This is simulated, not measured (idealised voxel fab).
You're looking at the process module voxel ribs on slabs.
Square cell edge 5 nm, section width 265 nm, ID cut.
Reading order for cross-sections: top band down to bottom band. Underlying form: a grid of square cells. Band size: one or more rows of cells.
Top, bottom (nm), then materials left to right with widths (nm); lone material tagged "everywhere" fills the whole band edge to edge; "air" = empty space.
Heights are measured from 0, the level below which the as-received wafer is all one material; the lowest band has no bottom and continues downward, written as in "0 and below".
Think of "30..40" as a width that walks from the first number to the second as you go down the band, top row to bottom row, taking equal-sized steps from row to row.
"nothing altered" means the step left every cell of the cross-section as it was.
The list in "Sealed cavities" covers empty spaces of 8 cells or more that cannot reach the top through any open way, and it gives each as width x height at distance; the distance is from the left edge, and width, height and distance are in nm.
Where a step's line continues beyond its settings, the continuation is a remark by the simulator itself on that step.
"overlay nm", when on a step's line for a step with a mask, measures how far to the right of its planned place the mask lay; a negative measure means to the left.
Here's what the planned process steps look like
step 1: RECEIVE | material Si
step 2: DIRECTIONAL_DEP | material SiO2 | thk nm 30
step 3: DIRECTIONAL_DEP | material polySi | thk nm 20
step 4: DIRECTIONAL_DEP | material aC | thk nm 15
step 5: PATTERN | tone cover | mask id RIB | material resist | width nm 30 | thk nm 35 | overlay nm 0
step 6: DIRECTIONAL_ETCH | etch materials aC | depth nm 15
step 7: STRIP | etch materials resist
step 8: DIRECTIONAL_ETCH | etch materials polySi | depth nm 10
step 9: STRIP | etch materials aC
step 10: DIRECTIONAL_DEP | material aC | thk nm 10
step 11: PATTERN | tone cover | mask id SLAB | material resist | width nm 80 | thk nm 25 | overlay nm 0
step 12: DIRECTIONAL_ETCH | etch materials aC | depth nm 10
step 13: STRIP | etch materials resist
step 14: DIRECTIONAL_ETCH | etch materials polySi | depth nm 10
step 15: STRIP | etch materials aC
step 16: FILL_DEP | material SiO2 | thk nm 25
step 17: CMP | height nm 70
step 18: DIRECTIONAL_DEP | material W | thk nm 10
step 19: MASKED_ETCH | tone cover | mask id HEATER | width nm 40 | etch materials W | depth nm 10 | overlay nm 0
step 20: CONFORMAL_DEP | material SiO2 | thk nm 10
First wafer of two (run as planned)
Here's what the wafer looked like in cross-section when it arrived - that's after step 1
	0 and below  Si everywhere
	Sealed cavities: none
Wafer after step 2 (cross-section)
	30 down to 0  SiO2 everywhere
	Under the height 0 nothing was changed.
Wafer after step 3 (cross-section)
	50 down to 30  polySi everywhere
	Under the height 30 nothing was changed.
Wafer after step 4 (cross-section)
	65 down to 50  aC everywhere
	Under the height 50 nothing was changed.
Wafer after step 5 (cross-section)
	100 down to 65  115 air  30 resist  120 air
	Under the height 65 nothing was changed.
Wafer after step 6 (cross-section)
	85 down to 65  115 air  30 resist  120 air
	65 down to 50  115 air  30 aC  120 air
	Under the height 50 nothing was changed.
Wafer after step 7 (cross-section)
	65 down to 50  115 air  30 aC  120 air
	Under the height 50 nothing was changed.
Wafer after step 8 (cross-section)
	65 down to 50  115 air  30 aC  120 air
	50 down to 40  115 air  30 polySi  120 air
	Under the height 40 nothing was changed.
Wafer after step 9 (cross-section)
	50 down to 40  115 air  30 polySi  120 air
	Under the height 40 nothing was changed.
Wafer after step 10 (cross-section)
	60 down to 50  115 air  30 aC  120 air
	50 down to 40  115 aC  30 polySi  120 aC
	Under the height 40 nothing was changed.
Wafer after step 11 (cross-section)
	85 down to 60  90 air  80 resist  95 air
	60 down to 50  90 air  25 resist  30 aC  25 resist  95 air
	Under the height 50 nothing was changed.
Wafer after step 12 (cross-section)
	75 down to 60  90 air  80 resist  95 air
	60 down to 50  90 air  25 resist  30 aC  25 resist  95 air
	50 down to 40  90 air  25 aC  30 polySi  25 aC  95 air
	Under the height 40 nothing was changed.
Wafer after step 13 (cross-section)
	60 down to 50  115 air  30 aC  120 air
	Under the height 50 nothing was changed.
Wafer after step 14 (cross-section)
	60 down to 50  115 air  30 aC  120 air
	50 down to 40  90 air  25 aC  30 polySi  25 aC  95 air
	40 down to 30  90 air  80 polySi  95 air
	Under the height 30 nothing was changed.
Wafer after step 15 (cross-section)
	50 down to 40  115 air  30 polySi  120 air
	Under the height 40 nothing was changed.
Wafer after step 16 (cross-section)
	75 down to 50  SiO2 everywhere
	50 down to 40  115 SiO2  30 polySi  120 SiO2
	40 down to 30  90 SiO2  80 polySi  95 SiO2
	Under the height 30 nothing was changed.
Wafer after step 17 (cross-section)
	70 down to 50  SiO2 everywhere
	Under the height 50 nothing was changed.
Wafer after step 18 (cross-section)
	80 down to 70  W everywhere
	Under the height 70 nothing was changed.
Wafer after step 19 (cross-section)
	80 down to 70  110 air  40 W  115 air
	Under the height 70 nothing was changed.
Wafer after step 20 (cross-section)
	90 down to 80  100 air  60 SiO2  105 air
	80 down to 70  110 SiO2  40 W  115 SiO2
	Under the height 70 nothing was changed.
Wafer two. Identical start, identical plan. One mistake in execution. Identical history through step 1
When step 2 should have ended
	20 down to 0  polySi everywhere
	Under the height 0 nothing was changed.
When step 3 should have ended
	50 down to 20  SiO2 everywhere
	Under the height 20 nothing was changed.
When step 4 should have ended
	65 down to 50  aC everywhere
	Under the height 50 nothing was changed.
When step 5 should have ended
	100 down to 65  115 air  30 resist  120 air
	Under the height 65 nothing was changed.
When step 6 should have ended
	85 down to 65  115 air  30 resist  120 air
	65 down to 50  115 air  30 aC  120 air
	Under the height 50 nothing was changed.
When step 7 should have ended
	65 down to 50  115 air  30 aC  120 air
	Under the height 50 nothing was changed.
when step 8 should have ended: nothing altered
When step 9 should have ended
	50 down to 20  SiO2 everywhere
	Under the height 20 nothing was changed.
When step 10 should have ended
	60 down to 50  aC everywhere
	Under the height 50 nothing was changed.
When step 11 should have ended
	85 down to 60  90 air  80 resist  95 air
	Under the height 60 nothing was changed.
When step 12 should have ended
	75 down to 60  90 air  80 resist  95 air
	60 down to 50  90 air  80 aC  95 air
	Under the height 50 nothing was changed.
When step 13 should have ended
	60 down to 50  90 air  80 aC  95 air
	Under the height 50 nothing was changed.
when step 14 should have ended: nothing altered
When step 15 should have ended
	50 down to 20  SiO2 everywhere
	Under the height 20 nothing was changed.
When step 16 should have ended
	75 down to 20  SiO2 everywhere
	Under the height 20 nothing was changed.
When step 17 should have ended
	70 down to 20  SiO2 everywhere
	Under the height 20 nothing was changed.
When step 18 should have ended
	80 down to 70  W everywhere
	Under the height 70 nothing was changed.
When step 19 should have ended
	80 down to 70  110 air  40 W  115 air
	Under the height 70 nothing was changed.
When step 20 should have ended
	90 down to 80  100 air  60 SiO2  105 air
	80 down to 70  110 SiO2  40 W  115 SiO2
	Under the height 70 nothing was changed.
Misprocessing identified: swap of plan steps 2 and 3 during execution
Final tally in cells, some materials are higher or lower on the second wafer than on the first: SiO2: 168 fewer, polySi: 168 more
